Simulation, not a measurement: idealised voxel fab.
process module | voxel transistor to metal
cross-section cut | 270 nm wide | cells 5 nm
A cross-section is a grid of square cells, given in bands from the top down. A band is one or more rows of cells.
Each band's line starts with the height of the band's top and of its bottom, in nm. Then come its materials from left to right, each with its width in nm. One material with "throughout" fills the band from edge to edge. "air" is empty space.
Height 0 is the level under which the wafer as received is all one material. The lowest band goes on downwards, as in "0 down".
A width such as "30 to 40" changes by the same amount from each row of cells to the next, from the band's top row to its bottom row.
"no change" after a step means that no cell of the cross-section changed.
closed voids: empty space of 8 cells or more with no open way to the top, each as width x height at its distance from the left edge, in nm
after a step's settings: what the simulator itself notes on the step
overlay nm, on a step with a mask: how far to the right of its planned place the mask lay; to the left if negative
plan
1 op RECEIVE | material Si
2 op CONFORMAL_DEP | material SiO2 | thk nm 5
3 op CONFORMAL_DEP | material SiN | thk nm 10
4 op DIRECTIONAL_DEP | material aC | thk nm 15
5 op PATTERN | tone cover | mask id ACTIVE | material resist | width nm 105 | pitch nm 135 | thk nm 30 | overlay nm 0
6 op DIRECTIONAL_ETCH | etch materials aC | depth nm 15
7 op STRIP | etch materials resist
8 op DIRECTIONAL_ETCH | etch materials SiN | depth nm 10
9 op DIRECTIONAL_ETCH | etch materials SiO2 | depth nm 5
10 op DIRECTIONAL_ETCH | etch materials Si | depth nm 30
11 op STRIP | etch materials aC
12 op FILL_DEP | material SiO2 | thk nm 10
13 op CMP | height nm 15
14 op SELECTIVE_ETCH | etch materials SiO2 | depth nm 10
15 op STRIP | etch materials SiN
16 op SELECTIVE_ETCH | etch materials SiO2 | depth nm 5
17 op OXIDIZE | depth nm 5
18 op DIRECTIONAL_DEP | material polySi | thk nm 25
19 op DIRECTIONAL_DEP | material SiCN | thk nm 15
20 op MASKED_ETCH | tone cover | mask id GATE | width nm 15 | pitch nm 135 | etch materials SiCN | depth nm 25 | overlay nm 0
21 op MASKED_ETCH | tone cover | mask id GATE | width nm 15 | pitch nm 135 | etch materials polySi | depth nm 35 | overlay nm 0
22 op CONFORMAL_DEP | material SiN | thk nm 5
23 op DIRECTIONAL_ETCH | etch materials SiN | depth nm 5
24 op DIRECTIONAL_ETCH | etch materials SiO2 | depth nm 5
25 op DIRECTIONAL_ETCH | etch materials Si | depth nm 15
26 op EPI | material pSi | thk nm 20
27 op FILL_DEP | material SiO2 | thk nm 5
28 op CMP | height nm 40
29 op DIRECTIONAL_DEP | material SiO2 | thk nm 15
30 op DIRECTIONAL_DEP | material aC | thk nm 10
31 op PATTERN | tone open | mask id CONTACT | material resist | width nm 35 | thk nm 30 | overlay nm 0
32 op DIRECTIONAL_ETCH | etch materials aC | depth nm 10
33 op STRIP | etch materials resist
34 op DIRECTIONAL_ETCH | etch materials SiO2 | depth nm 55
35 op STRIP | etch materials aC
36 op CONFORMAL_DEP | material TiN | thk nm 5
37 op FILL_DEP | material W | thk nm 5
38 op CMP | height nm 55
39 op DIRECTIONAL_DEP | material TiN | thk nm 5
40 op DIRECTIONAL_DEP | material W | thk nm 20
41 op MASKED_ETCH | tone cover | mask id METAL_1 | width nm 20 | etch materials W | depth nm 20 | overlay nm 0
42 op MASKED_ETCH | tone cover | mask id METAL_1 | width nm 20 | etch materials TiN | depth nm 5 | overlay nm 0
43 op CONFORMAL_DEP | material SiN | thk nm 5
44 op FILL_DEP | material SiO2 | thk nm 5
45 op CMP | height nm 80
46 op CONFORMAL_DEP | material SiCN | thk nm 5
47 op DIRECTIONAL_DEP | material lowk | thk nm 35
48 op DIRECTIONAL_DEP | material aC | thk nm 15
49 op PATTERN | tone open | mask id METAL_2_HOLES | material resist | width nm 15 | pitch nm 135 | thk nm 35 | overlay nm 0
50 op DIRECTIONAL_ETCH | etch materials aC | depth nm 15
51 op STRIP | etch materials resist
52 op DIRECTIONAL_ETCH | etch materials lowk | depth nm 35
53 op STRIP | etch materials aC
54 op DIRECTIONAL_DEP | material aC | thk nm 10
55 op PATTERN | tone open | mask id METAL_2 | material resist | width nm 20 | pitch nm 135 | thk nm 30 | overlay nm 0
56 op DIRECTIONAL_ETCH | etch materials aC | depth nm 10
57 op STRIP | etch materials resist
58 op DIRECTIONAL_ETCH | etch materials lowk | depth nm 20
59 op DIRECTIONAL_ETCH | etch materials SiCN | depth nm 5
60 op STRIP | etch materials aC
61 op CONFORMAL_DEP | material TiN | thk nm 5
62 op FILL_DEP | material Cu | thk nm 5
63 op CMP | height nm 120
64 op CONFORMAL_DEP | material SiCN | thk nm 5
first wafer, as planned
as received, after step 1
  0 down: Si throughout
  closed voids: none
after step 2
  5 to 0: SiO2 throughout
  below 0: unchanged
after step 3
  15 to 5: SiN throughout
  below 5: unchanged
after step 4
  30 to 15: aC throughout
  below 15: unchanged
after step 5
  60 to 30: air 15 | resist 105 | air 30 | resist 105 | air 15
  below 30: unchanged
after step 6
  45 to 30: air 15 | resist 105 | air 30 | resist 105 | air 15
  30 to 15: air 15 | aC 105 | air 30 | aC 105 | air 15
  below 15: unchanged
after step 7
  30 to 15: air 15 | aC 105 | air 30 | aC 105 | air 15
  below 15: unchanged
after step 8
  30 to 15: air 15 | aC 105 | air 30 | aC 105 | air 15
  15 to 5: air 15 | SiN 105 | air 30 | SiN 105 | air 15
  below 5: unchanged
after step 9
  30 to 15: air 15 | aC 105 | air 30 | aC 105 | air 15
  15 to 5: air 15 | SiN 105 | air 30 | SiN 105 | air 15
  5 to 0: air 15 | SiO2 105 | air 30 | SiO2 105 | air 15
  below 0: unchanged
after step 10
  30 to 15: air 15 | aC 105 | air 30 | aC 105 | air 15
  15 to 5: air 15 | SiN 105 | air 30 | SiN 105 | air 15
  5 to 0: air 15 | SiO2 105 | air 30 | SiO2 105 | air 15
  0 to -30: air 15 | Si 105 | air 30 | Si 105 | air 15
  below -30: unchanged
after step 11
  15 to 5: air 15 | SiN 105 | air 30 | SiN 105 | air 15
  below 5: unchanged
after step 12
  25 to 15: SiO2 throughout
  15 to 5: SiO2 15 | SiN 105 | SiO2 30 | SiN 105 | SiO2 15
  5 to 0: SiO2 throughout
  0 to -30: SiO2 15 | Si 105 | SiO2 30 | Si 105 | SiO2 15
  below -30: unchanged
after step 13
  15 to 5: SiO2 15 | SiN 105 | SiO2 30 | SiN 105 | SiO2 15
  below 5: unchanged
after step 14
  15 to 5: air 15 | SiN 105 | air 30 | SiN 105 | air 15
  below 5: unchanged
after step 15
  5 to 0: SiO2 throughout
  below 0: unchanged
after step 16
  0 to -30: SiO2 15 | Si 105 | SiO2 30 | Si 105 | SiO2 15
  below -30: unchanged
after step 17
  0 to -5: SiO2 throughout
  below -5: unchanged
after step 18
  25 to 0: polySi throughout
  below 0: unchanged
after step 19
  40 to 25: SiCN throughout
  below 25: unchanged
after step 20
  40 to 25: air 60 | SiCN 15 | air 120 | SiCN 15 | air 60
  below 25: unchanged
after step 21
  40 to 25: air 60 | SiCN 15 | air 120 | SiCN 15 | air 60
  25 to 0: air 60 | polySi 15 | air 120 | polySi 15 | air 60
  below 0: unchanged
after step 22
  45 to 40: air 55 | SiN 25 | air 110 | SiN 25 | air 55
  40 to 25: air 55 | SiN 5 | SiCN 15 | SiN 5 | air 110 | SiN 5 | SiCN 15 | SiN 5 | air 55
  25 to 5: air 55 | SiN 5 | polySi 15 | SiN 5 | air 110 | SiN 5 | polySi 15 | SiN 5 | air 55
  5 to 0: SiN 60 | polySi 15 | SiN 120 | polySi 15 | SiN 60
  below 0: unchanged
after step 23
  40 to 25: air 55 | SiN 5 | SiCN 15 | SiN 5 | air 110 | SiN 5 | SiCN 15 | SiN 5 | air 55
  25 to 0: air 55 | SiN 5 | polySi 15 | SiN 5 | air 110 | SiN 5 | polySi 15 | SiN 5 | air 55
  below 0: unchanged
after step 24
  40 to 25: air 55 | SiN 5 | SiCN 15 | SiN 5 | air 110 | SiN 5 | SiCN 15 | SiN 5 | air 55
  25 to 0: air 55 | SiN 5 | polySi 15 | SiN 5 | air 110 | SiN 5 | polySi 15 | SiN 5 | air 55
  0 to -5: air 55 | SiO2 25 | air 110 | SiO2 25 | air 55
  below -5: unchanged
after step 25
  40 to 25: air 55 | SiN 5 | SiCN 15 | SiN 5 | air 110 | SiN 5 | SiCN 15 | SiN 5 | air 55
  25 to 0: air 55 | SiN 5 | polySi 15 | SiN 5 | air 110 | SiN 5 | polySi 15 | SiN 5 | air 55
  0 to -5: air 55 | SiO2 25 | air 110 | SiO2 25 | air 55
  -5 to -20: SiO2 15 | air 40 | Si 25 | air 40 | SiO2 30 | air 40 | Si 25 | air 40 | SiO2 15
  below -20: unchanged
after step 26
  40 to 25: air 55 | SiN 5 | SiCN 15 | SiN 5 | air 110 | SiN 5 | SiCN 15 | SiN 5 | air 55
  25 to 15: air 55 | SiN 5 | polySi 15 | SiN 5 | air 110 | SiN 5 | polySi 15 | SiN 5 | air 55
  15 to 0: air 35 | pSi 20 | SiN 5 | polySi 15 | SiN 5 | pSi 20 | air 70 | pSi 20 | SiN 5 | polySi 15 | SiN 5 | pSi 20 | air 35
  0 to -5: air 10 | pSi 45 | SiO2 25 | pSi 45 | air 20 | pSi 45 | SiO2 25 | pSi 45 | air 10
  -5 to -20: SiO2 15 | pSi 40 | Si 25 | pSi 40 | SiO2 30 | pSi 40 | Si 25 | pSi 40 | SiO2 15
  below -20: unchanged
after step 27
  45 to 40: SiO2 throughout
  40 to 25: SiO2 55 | SiN 5 | SiCN 15 | SiN 5 | SiO2 110 | SiN 5 | SiCN 15 | SiN 5 | SiO2 55
  25 to 15: SiO2 55 | SiN 5 | polySi 15 | SiN 5 | SiO2 110 | SiN 5 | polySi 15 | SiN 5 | SiO2 55
  15 to 0: SiO2 35 | pSi 20 | SiN 5 | polySi 15 | SiN 5 | pSi 20 | SiO2 70 | pSi 20 | SiN 5 | polySi 15 | SiN 5 | pSi 20 | SiO2 35
  0 to -5: SiO2 10 | pSi 45 | SiO2 25 | pSi 45 | SiO2 20 | pSi 45 | SiO2 25 | pSi 45 | SiO2 10
  below -5: unchanged
after step 28
  40 to 25: SiO2 55 | SiN 5 | SiCN 15 | SiN 5 | SiO2 110 | SiN 5 | SiCN 15 | SiN 5 | SiO2 55
  below 25: unchanged
after step 29
  55 to 40: SiO2 throughout
  below 40: unchanged
after step 30
  65 to 55: aC throughout
  below 55: unchanged
after step 31
  95 to 65: resist 20 | air 35 | resist 25 | air 35 | resist 40 | air 35 | resist 25 | air 35 | resist 20
  below 65: unchanged
after step 32
  85 to 65: resist 20 | air 35 | resist 25 | air 35 | resist 40 | air 35 | resist 25 | air 35 | resist 20
  65 to 55: aC 20 | air 35 | aC 25 | air 35 | aC 40 | air 35 | aC 25 | air 35 | aC 20
  below 55: unchanged
after step 33
  65 to 55: aC 20 | air 35 | aC 25 | air 35 | aC 40 | air 35 | aC 25 | air 35 | aC 20
  below 55: unchanged
after step 34
  65 to 55: aC 20 | air 35 | aC 25 | air 35 | aC 40 | air 35 | aC 25 | air 35 | aC 20
  55 to 40: SiO2 20 | air 35 | SiO2 25 | air 35 | SiO2 40 | air 35 | SiO2 25 | air 35 | SiO2 20
  40 to 25: SiO2 20 | air 35 | SiN 5 | SiCN 15 | SiN 5 | air 35 | SiO2 40 | air 35 | SiN 5 | SiCN 15 | SiN 5 | air 35 | SiO2 20
  25 to 15: SiO2 20 | air 35 | SiN 5 | polySi 15 | SiN 5 | air 35 | SiO2 40 | air 35 | SiN 5 | polySi 15 | SiN 5 | air 35 | SiO2 20
  15 to 0: SiO2 20 | air 15 | pSi 20 | SiN 5 | polySi 15 | SiN 5 | pSi 20 | air 15 | SiO2 40 | air 15 | pSi 20 | SiN 5 | polySi 15 | SiN 5 | pSi 20 | air 15 | SiO2 20
  below 0: unchanged
after step 35
  55 to 40: SiO2 20 | air 35 | SiO2 25 | air 35 | SiO2 40 | air 35 | SiO2 25 | air 35 | SiO2 20
  below 40: unchanged
after step 36
  60 to 55: TiN 25 | air 25 | TiN 35 | air 25 | TiN 50 | air 25 | TiN 35 | air 25 | TiN 25
  55 to 40: SiO2 20 | TiN 5 | air 25 | TiN 5 | SiO2 25 | TiN 5 | air 25 | TiN 5 | SiO2 40 | TiN 5 | air 25 | TiN 5 | SiO2 25 | TiN 5 | air 25 | TiN 5 | SiO2 20
  40 to 25: SiO2 20 | TiN 5 | air 25 | TiN 5 | SiN 5 | SiCN 15 | SiN 5 | TiN 5 | air 25 | TiN 5 | SiO2 40 | TiN 5 | air 25 | TiN 5 | SiN 5 | SiCN 15 | SiN 5 | TiN 5 | air 25 | TiN 5 | SiO2 20
  25 to 15: SiO2 20 | TiN 5 | air 25 to 5 | TiN 5 to 25 | SiN 5 | polySi 15 | SiN 5 | TiN 5 to 25 | air 25 to 5 | TiN 5 | SiO2 40 | TiN 5 | air 25 to 5 | TiN 5 to 25 | SiN 5 | polySi 15 | SiN 5 | TiN 5 to 25 | air 25 to 5 | TiN 5 | SiO2 20
  15 to 5: SiO2 20 | TiN 5 | air 5 | TiN 5 | pSi 20 | SiN 5 | polySi 15 | SiN 5 | pSi 20 | TiN 5 | air 5 | TiN 5 | SiO2 40 | TiN 5 | air 5 | TiN 5 | pSi 20 | SiN 5 | polySi 15 | SiN 5 | pSi 20 | TiN 5 | air 5 | TiN 5 | SiO2 20
  5 to 0: SiO2 20 | TiN 15 | pSi 20 | SiN 5 | polySi 15 | SiN 5 | pSi 20 | TiN 15 | SiO2 40 | TiN 15 | pSi 20 | SiN 5 | polySi 15 | SiN 5 | pSi 20 | TiN 15 | SiO2 20
  below 0: unchanged
after step 37
  65 to 60: W throughout
  60 to 55: TiN 25 | W 25 | TiN 35 | W 25 | TiN 50 | W 25 | TiN 35 | W 25 | TiN 25
  55 to 40: SiO2 20 | TiN 5 | W 25 | TiN 5 | SiO2 25 | TiN 5 | W 25 | TiN 5 | SiO2 40 | TiN 5 | W 25 | TiN 5 | SiO2 25 | TiN 5 | W 25 | TiN 5 | SiO2 20
  40 to 25: SiO2 20 | TiN 5 | W 25 | TiN 5 | SiN 5 | SiCN 15 | SiN 5 | TiN 5 | W 25 | TiN 5 | SiO2 40 | TiN 5 | W 25 | TiN 5 | SiN 5 | SiCN 15 | SiN 5 | TiN 5 | W 25 | TiN 5 | SiO2 20
  25 to 15: SiO2 20 | TiN 5 | W 25 to 5 | TiN 5 to 25 | SiN 5 | polySi 15 | SiN 5 | TiN 5 to 25 | W 25 to 5 | TiN 5 | SiO2 40 | TiN 5 | W 25 to 5 | TiN 5 to 25 | SiN 5 | polySi 15 | SiN 5 | TiN 5 to 25 | W 25 to 5 | TiN 5 | SiO2 20
  15 to 5: SiO2 20 | TiN 5 | W 5 | TiN 5 | pSi 20 | SiN 5 | polySi 15 | SiN 5 | pSi 20 | TiN 5 | W 5 | TiN 5 | SiO2 40 | TiN 5 | W 5 | TiN 5 | pSi 20 | SiN 5 | polySi 15 | SiN 5 | pSi 20 | TiN 5 | W 5 | TiN 5 | SiO2 20
  below 5: unchanged
after step 38
  55 to 40: SiO2 20 | TiN 5 | W 25 | TiN 5 | SiO2 25 | TiN 5 | W 25 | TiN 5 | SiO2 40 | TiN 5 | W 25 | TiN 5 | SiO2 25 | TiN 5 | W 25 | TiN 5 | SiO2 20
  below 40: unchanged
after step 39
  60 to 55: TiN throughout
  below 55: unchanged
after step 40
  80 to 60: W throughout
  below 60: unchanged
after step 41
  80 to 60: air 20 | W 20 | air 55 | W 20 | air 40 | W 20 | air 55 | W 20 | air 20
  below 60: unchanged
after step 42
  80 to 60: air 20 | W 20 | air 55 | W 20 | air 40 | W 20 | air 55 | W 20 | air 20
  60 to 55: air 20 | TiN 20 | air 55 | TiN 20 | air 40 | TiN 20 | air 55 | TiN 20 | air 20
  below 55: unchanged
after step 43
  85 to 80: air 15 | SiN 30 | air 45 | SiN 30 | air 30 | SiN 30 | air 45 | SiN 30 | air 15
  80 to 60: air 15 | SiN 5 | W 20 | SiN 5 | air 45 | SiN 5 | W 20 | SiN 5 | air 30 | SiN 5 | W 20 | SiN 5 | air 45 | SiN 5 | W 20 | SiN 5 | air 15
  60 to 55: SiN 20 | TiN 20 | SiN 55 | TiN 20 | SiN 40 | TiN 20 | SiN 55 | TiN 20 | SiN 20
  below 55: unchanged
after step 44
  90 to 85: SiO2 throughout
  85 to 80: SiO2 15 | SiN 30 | SiO2 45 | SiN 30 | SiO2 30 | SiN 30 | SiO2 45 | SiN 30 | SiO2 15
  80 to 60: SiO2 15 | SiN 5 | W 20 | SiN 5 | SiO2 45 | SiN 5 | W 20 | SiN 5 | SiO2 30 | SiN 5 | W 20 | SiN 5 | SiO2 45 | SiN 5 | W 20 | SiN 5 | SiO2 15
  below 60: unchanged
after step 45
  80 to 60: SiO2 15 | SiN 5 | W 20 | SiN 5 | SiO2 45 | SiN 5 | W 20 | SiN 5 | SiO2 30 | SiN 5 | W 20 | SiN 5 | SiO2 45 | SiN 5 | W 20 | SiN 5 | SiO2 15
  below 60: unchanged
after step 46
  85 to 80: SiCN throughout
  below 80: unchanged
after step 47
  120 to 85: lowk throughout
  below 85: unchanged
after step 48
  135 to 120: aC throughout
  below 120: unchanged
after step 49
  170 to 135: resist 20 | air 15 | resist 120 | air 15 | resist 100
  below 135: unchanged
after step 50
  155 to 135: resist 20 | air 15 | resist 120 | air 15 | resist 100
  135 to 120: aC 20 | air 15 | aC 120 | air 15 | aC 100
  below 120: unchanged
after step 51
  135 to 120: aC 20 | air 15 | aC 120 | air 15 | aC 100
  below 120: unchanged
after step 52
  135 to 120: aC 20 | air 15 | aC 120 | air 15 | aC 100
  120 to 85: lowk 20 | air 15 | lowk 120 | air 15 | lowk 100
  below 85: unchanged
after step 53
  120 to 85: lowk 20 | air 15 | lowk 120 | air 15 | lowk 100
  below 85: unchanged
after step 54
  130 to 120: aC 20 | air 15 | aC 120 | air 15 | aC 100
  120 to 95: lowk 20 | air 15 | lowk 120 | air 15 | lowk 100
  95 to 85: lowk 20 | aC 15 | lowk 120 | aC 15 | lowk 100
  below 85: unchanged
after step 55
  160 to 130: resist 20 | air 20 | resist 115 | air 20 | resist 95
  below 130: unchanged
after step 56
  150 to 130: resist 20 | air 20 | resist 115 | air 20 | resist 95
  130 to 120: aC 20 | air 20 | aC 115 | air 20 | aC 95
  120 to 85: lowk 20 | air 15 | lowk 120 | air 15 | lowk 100
  below 85: unchanged
after step 57
  130 to 120: aC 20 | air 20 | aC 115 | air 20 | aC 95
  below 120: unchanged
after step 58
  130 to 120: aC 20 | air 20 | aC 115 | air 20 | aC 95
  120 to 100: lowk 20 | air 20 | lowk 115 | air 20 | lowk 95
  below 100: unchanged
after step 59
  130 to 120: aC 20 | air 20 | aC 115 | air 20 | aC 95
  120 to 100: lowk 20 | air 20 | lowk 115 | air 20 | lowk 95
  100 to 85: lowk 20 | air 15 | lowk 120 | air 15 | lowk 100
  85 to 80: SiCN 20 | air 15 | SiCN 120 | air 15 | SiCN 100
  below 80: unchanged
after step 60
  120 to 100: lowk 20 | air 20 | lowk 115 | air 20 | lowk 95
  below 100: unchanged
after step 61
  125 to 120: TiN 25 | air 10 | TiN 125 | air 10 | TiN 100
  120 to 105: lowk 20 | TiN 5 | air 10 | TiN 5 | lowk 115 | TiN 5 | air 10 | TiN 5 | lowk 95
  105 to 100: lowk 20 | TiN 5 | air 5 | TiN 10 | lowk 115 | TiN 5 | air 5 | TiN 10 | lowk 95
  100 to 85: lowk 20 | TiN 5 | air 5 | TiN 5 | lowk 120 | TiN 5 | air 5 | TiN 5 | lowk 100
  85 to 80: SiCN 20 | TiN 15 | SiCN 120 | TiN 15 | SiCN 100
  below 80: unchanged
after step 62
  130 to 125: Cu throughout
  125 to 120: TiN 25 | Cu 10 | TiN 125 | Cu 10 | TiN 100
  120 to 105: lowk 20 | TiN 5 | Cu 10 | TiN 5 | lowk 115 | TiN 5 | Cu 10 | TiN 5 | lowk 95
  105 to 100: lowk 20 | TiN 5 | Cu 5 | TiN 10 | lowk 115 | TiN 5 | Cu 5 | TiN 10 | lowk 95
  100 to 85: lowk 20 | TiN 5 | Cu 5 | TiN 5 | lowk 120 | TiN 5 | Cu 5 | TiN 5 | lowk 100
  below 85: unchanged
after step 63
  120 to 105: lowk 20 | TiN 5 | Cu 10 | TiN 5 | lowk 115 | TiN 5 | Cu 10 | TiN 5 | lowk 95
  below 105: unchanged
after step 64
  125 to 120: SiCN throughout
  below 120: unchanged
second wafer: like start, like plan, one mistake. Through step 28 it matches the first wafer
when step 29 should have ended
  70 to 40: SiO2 throughout
  below 40: unchanged
when step 30 should have ended
  80 to 70: aC throughout
  below 70: unchanged
when step 31 should have ended
  110 to 80: resist 20 | air 35 | resist 25 | air 35 | resist 40 | air 35 | resist 25 | air 35 | resist 20
  below 80: unchanged
when step 32 should have ended
  100 to 80: resist 20 | air 35 | resist 25 | air 35 | resist 40 | air 35 | resist 25 | air 35 | resist 20
  80 to 70: aC 20 | air 35 | aC 25 | air 35 | aC 40 | air 35 | aC 25 | air 35 | aC 20
  below 70: unchanged
when step 33 should have ended
  80 to 70: aC 20 | air 35 | aC 25 | air 35 | aC 40 | air 35 | aC 25 | air 35 | aC 20
  below 70: unchanged
when step 34 should have ended
  80 to 70: aC 20 | air 35 | aC 25 | air 35 | aC 40 | air 35 | aC 25 | air 35 | aC 20
  70 to 40: SiO2 20 | air 35 | SiO2 25 | air 35 | SiO2 40 | air 35 | SiO2 25 | air 35 | SiO2 20
  40 to 25: SiO2 20 | air 35 | SiN 5 | SiCN 15 | SiN 5 | air 35 | SiO2 40 | air 35 | SiN 5 | SiCN 15 | SiN 5 | air 35 | SiO2 20
  25 to 15: SiO2 20 | air 35 | SiN 5 | polySi 15 | SiN 5 | air 35 | SiO2 40 | air 35 | SiN 5 | polySi 15 | SiN 5 | air 35 | SiO2 20
  below 15: unchanged
when step 35 should have ended
  70 to 40: SiO2 20 | air 35 | SiO2 25 | air 35 | SiO2 40 | air 35 | SiO2 25 | air 35 | SiO2 20
  below 40: unchanged
when step 36 should have ended
  75 to 70: TiN 25 | air 25 | TiN 35 | air 25 | TiN 50 | air 25 | TiN 35 | air 25 | TiN 25
  70 to 40: SiO2 20 | TiN 5 | air 25 | TiN 5 | SiO2 25 | TiN 5 | air 25 | TiN 5 | SiO2 40 | TiN 5 | air 25 | TiN 5 | SiO2 25 | TiN 5 | air 25 | TiN 5 | SiO2 20
  40 to 25: SiO2 20 | TiN 5 | air 25 | TiN 5 | SiN 5 | SiCN 15 | SiN 5 | TiN 5 | air 25 | TiN 5 | SiO2 40 | TiN 5 | air 25 | TiN 5 | SiN 5 | SiCN 15 | SiN 5 | TiN 5 | air 25 | TiN 5 | SiO2 20
  25 to 20: SiO2 20 | TiN 5 | air 25 | TiN 5 | SiN 5 | polySi 15 | SiN 5 | TiN 5 | air 25 | TiN 5 | SiO2 40 | TiN 5 | air 25 | TiN 5 | SiN 5 | polySi 15 | SiN 5 | TiN 5 | air 25 | TiN 5 | SiO2 20
  20 to 15: SiO2 20 | TiN 35 | SiN 5 | polySi 15 | SiN 5 | TiN 35 | SiO2 40 | TiN 35 | SiN 5 | polySi 15 | SiN 5 | TiN 35 | SiO2 20
  below 15: unchanged
when step 37 should have ended
  80 to 75: W throughout
  75 to 70: TiN 25 | W 25 | TiN 35 | W 25 | TiN 50 | W 25 | TiN 35 | W 25 | TiN 25
  70 to 40: SiO2 20 | TiN 5 | W 25 | TiN 5 | SiO2 25 | TiN 5 | W 25 | TiN 5 | SiO2 40 | TiN 5 | W 25 | TiN 5 | SiO2 25 | TiN 5 | W 25 | TiN 5 | SiO2 20
  40 to 25: SiO2 20 | TiN 5 | W 25 | TiN 5 | SiN 5 | SiCN 15 | SiN 5 | TiN 5 | W 25 | TiN 5 | SiO2 40 | TiN 5 | W 25 | TiN 5 | SiN 5 | SiCN 15 | SiN 5 | TiN 5 | W 25 | TiN 5 | SiO2 20
  25 to 20: SiO2 20 | TiN 5 | W 25 | TiN 5 | SiN 5 | polySi 15 | SiN 5 | TiN 5 | W 25 | TiN 5 | SiO2 40 | TiN 5 | W 25 | TiN 5 | SiN 5 | polySi 15 | SiN 5 | TiN 5 | W 25 | TiN 5 | SiO2 20
  below 20: unchanged
when step 38 should have ended
  55 to 40: SiO2 20 | TiN 5 | W 25 | TiN 5 | SiO2 25 | TiN 5 | W 25 | TiN 5 | SiO2 40 | TiN 5 | W 25 | TiN 5 | SiO2 25 | TiN 5 | W 25 | TiN 5 | SiO2 20
  below 40: unchanged
when step 39 should have ended
  60 to 55: TiN throughout
  below 55: unchanged
when step 40 should have ended
  80 to 60: W throughout
  below 60: unchanged
when step 41 should have ended
  80 to 60: air 20 | W 20 | air 55 | W 20 | air 40 | W 20 | air 55 | W 20 | air 20
  below 60: unchanged
when step 42 should have ended
  80 to 60: air 20 | W 20 | air 55 | W 20 | air 40 | W 20 | air 55 | W 20 | air 20
  60 to 55: air 20 | TiN 20 | air 55 | TiN 20 | air 40 | TiN 20 | air 55 | TiN 20 | air 20
  below 55: unchanged
when step 43 should have ended
  85 to 80: air 15 | SiN 30 | air 45 | SiN 30 | air 30 | SiN 30 | air 45 | SiN 30 | air 15
  80 to 60: air 15 | SiN 5 | W 20 | SiN 5 | air 45 | SiN 5 | W 20 | SiN 5 | air 30 | SiN 5 | W 20 | SiN 5 | air 45 | SiN 5 | W 20 | SiN 5 | air 15
  60 to 55: SiN 20 | TiN 20 | SiN 55 | TiN 20 | SiN 40 | TiN 20 | SiN 55 | TiN 20 | SiN 20
  below 55: unchanged
when step 44 should have ended
  90 to 85: SiO2 throughout
  85 to 80: SiO2 15 | SiN 30 | SiO2 45 | SiN 30 | SiO2 30 | SiN 30 | SiO2 45 | SiN 30 | SiO2 15
  80 to 60: SiO2 15 | SiN 5 | W 20 | SiN 5 | SiO2 45 | SiN 5 | W 20 | SiN 5 | SiO2 30 | SiN 5 | W 20 | SiN 5 | SiO2 45 | SiN 5 | W 20 | SiN 5 | SiO2 15
  below 60: unchanged
when step 45 should have ended
  80 to 60: SiO2 15 | SiN 5 | W 20 | SiN 5 | SiO2 45 | SiN 5 | W 20 | SiN 5 | SiO2 30 | SiN 5 | W 20 | SiN 5 | SiO2 45 | SiN 5 | W 20 | SiN 5 | SiO2 15
  below 60: unchanged
when step 46 should have ended
  85 to 80: SiCN throughout
  below 80: unchanged
when step 47 should have ended
  120 to 85: lowk throughout
  below 85: unchanged
when step 48 should have ended
  135 to 120: aC throughout
  below 120: unchanged
when step 49 should have ended
  170 to 135: resist 20 | air 15 | resist 120 | air 15 | resist 100
  below 135: unchanged
when step 50 should have ended
  155 to 135: resist 20 | air 15 | resist 120 | air 15 | resist 100
  135 to 120: aC 20 | air 15 | aC 120 | air 15 | aC 100
  below 120: unchanged
when step 51 should have ended
  135 to 120: aC 20 | air 15 | aC 120 | air 15 | aC 100
  below 120: unchanged
when step 52 should have ended
  135 to 120: aC 20 | air 15 | aC 120 | air 15 | aC 100
  120 to 85: lowk 20 | air 15 | lowk 120 | air 15 | lowk 100
  below 85: unchanged
when step 53 should have ended
  120 to 85: lowk 20 | air 15 | lowk 120 | air 15 | lowk 100
  below 85: unchanged
when step 54 should have ended
  130 to 120: aC 20 | air 15 | aC 120 | air 15 | aC 100
  120 to 95: lowk 20 | air 15 | lowk 120 | air 15 | lowk 100
  95 to 85: lowk 20 | aC 15 | lowk 120 | aC 15 | lowk 100
  below 85: unchanged
when step 55 should have ended
  160 to 130: resist 20 | air 20 | resist 115 | air 20 | resist 95
  below 130: unchanged
when step 56 should have ended
  150 to 130: resist 20 | air 20 | resist 115 | air 20 | resist 95
  130 to 120: aC 20 | air 20 | aC 115 | air 20 | aC 95
  120 to 85: lowk 20 | air 15 | lowk 120 | air 15 | lowk 100
  below 85: unchanged
when step 57 should have ended
  130 to 120: aC 20 | air 20 | aC 115 | air 20 | aC 95
  below 120: unchanged
when step 58 should have ended
  130 to 120: aC 20 | air 20 | aC 115 | air 20 | aC 95
  120 to 100: lowk 20 | air 20 | lowk 115 | air 20 | lowk 95
  below 100: unchanged
when step 59 should have ended
  130 to 120: aC 20 | air 20 | aC 115 | air 20 | aC 95
  120 to 100: lowk 20 | air 20 | lowk 115 | air 20 | lowk 95
  100 to 85: lowk 20 | air 15 | lowk 120 | air 15 | lowk 100
  85 to 80: SiCN 20 | air 15 | SiCN 120 | air 15 | SiCN 100
  below 80: unchanged
when step 60 should have ended
  120 to 100: lowk 20 | air 20 | lowk 115 | air 20 | lowk 95
  below 100: unchanged
when step 61 should have ended
  125 to 120: TiN 25 | air 10 | TiN 125 | air 10 | TiN 100
  120 to 105: lowk 20 | TiN 5 | air 10 | TiN 5 | lowk 115 | TiN 5 | air 10 | TiN 5 | lowk 95
  105 to 100: lowk 20 | TiN 5 | air 5 | TiN 10 | lowk 115 | TiN 5 | air 5 | TiN 10 | lowk 95
  100 to 85: lowk 20 | TiN 5 | air 5 | TiN 5 | lowk 120 | TiN 5 | air 5 | TiN 5 | lowk 100
  85 to 80: SiCN 20 | TiN 15 | SiCN 120 | TiN 15 | SiCN 100
  below 80: unchanged
when step 62 should have ended
  130 to 125: Cu throughout
  125 to 120: TiN 25 | Cu 10 | TiN 125 | Cu 10 | TiN 100
  120 to 105: lowk 20 | TiN 5 | Cu 10 | TiN 5 | lowk 115 | TiN 5 | Cu 10 | TiN 5 | lowk 95
  105 to 100: lowk 20 | TiN 5 | Cu 5 | TiN 10 | lowk 115 | TiN 5 | Cu 5 | TiN 10 | lowk 95
  100 to 85: lowk 20 | TiN 5 | Cu 5 | TiN 5 | lowk 120 | TiN 5 | Cu 5 | TiN 5 | lowk 100
  below 85: unchanged
when step 63 should have ended
  120 to 105: lowk 20 | TiN 5 | Cu 10 | TiN 5 | lowk 115 | TiN 5 | Cu 10 | TiN 5 | lowk 95
  below 105: unchanged
when step 64 should have ended
  125 to 120: SiCN throughout
  below 120: unchanged
what went wrong: step 29 was run twice
at the end the second wafer has, in cells: 36 more of SiO2 | 24 fewer of TiN | 12 fewer of W
